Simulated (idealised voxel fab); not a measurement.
Process module heading - voxel ribs on slabs
The cross-section on display is named cut; it measures 140 nm wide, and its cells are 5 nm squares.
Bands, listed from the top down, are how a cross-section gets written in this document; the cross-section itself is a grid of square cells, and a band is one or more rows of them. Top height, bottom height, nm. Materials left to right, width each, nm. Single material + "throughout" = fills band edge to edge. "air" = empty. Heights are reckoned from 0. Under this level, the received wafer is all of one material. The bottommost band is open-ended downward, for example "0 nm and below". The width entry "30..40" should be interpreted row by row: the top row of cells in the band takes the first number, the bottom row takes the second number, and the change between adjacent rows is uniform throughout. Any step labelled "remains unaltered" changed none of the cells in the cross-section. "Encapsulated voids": empty spaces of 8 cells or more with no open way to the top, each given as width x height at distance, distance from the left edge, all in nm. It should be noted that, on the line of a given step, the content following the step's settings is a remark produced by the simulator itself with respect to that step. overlay nm: mask right of planned place by this much (step with mask). Neg. = left.
Listed below are the process steps as planned:
1) RECEIVE: material Si
2) DIRECTIONAL_DEP: material SiO2, thk nm 30
3) DIRECTIONAL_DEP: material polySi, thk nm 15
4) DIRECTIONAL_DEP: material aC, thk nm 10
5) PATTERN: tone cover, mask id RIB, material resist, width nm 20, thk nm 30, overlay nm 0
6) DIRECTIONAL_ETCH: etch materials aC, depth nm 10
7) STRIP: etch materials resist
8) DIRECTIONAL_ETCH: etch materials polySi, depth nm 5
9) STRIP: etch materials aC
10) MASKED_ETCH: tone cover, mask id SLAB, width nm 60, etch materials polySi, depth nm 10, overlay nm 0
11) FILL_DEP: material SiO2, thk nm 25
12) CMP: height nm 65
13) DIRECTIONAL_DEP: material TiN, thk nm 5
14) DIRECTIONAL_DEP: material aC, thk nm 15
15) PATTERN: tone cover, mask id HEATER, material resist, width nm 30, thk nm 30, overlay nm 0
16) DIRECTIONAL_ETCH: etch materials aC, depth nm 15
17) STRIP: etch materials resist
18) DIRECTIONAL_ETCH: etch materials TiN, depth nm 5
19) STRIP: etch materials aC
20) CONFORMAL_DEP: material SiO2, thk nm 5
Cross-section, incoming material, after step 1:
> 0 nm and below | Si throughout
> Encapsulated voids: none
Final wafer profile in cross-section after the module, from the same start and plan as above, with one mistake made during processing:
> 75 nm to 70 nm | air (50), SiO2 (40), air (50)
> 70 nm to 65 nm | SiO2 (55), TiN (30), SiO2 (55)
> 65 nm to 45 nm | SiO2 throughout
> 45 nm to 40 nm | SiO2 (40), polySi (20), SiO2 (20), polySi (20), SiO2 (40)
> 40 nm to 35 nm | SiO2 (40), polySi (60), SiO2 (40)
> 35 nm to 30 nm | polySi throughout
> 30 nm to 0 nm | SiO2 throughout
> 0 nm and below | Si throughout
> Encapsulated voids: none
So what did we get wrong on this run? step 5 ran differently from the plan; actual operation with settings: PATTERN: tone open, mask id RIB, material resist, width nm 20, thk nm 30, overlay nm 0
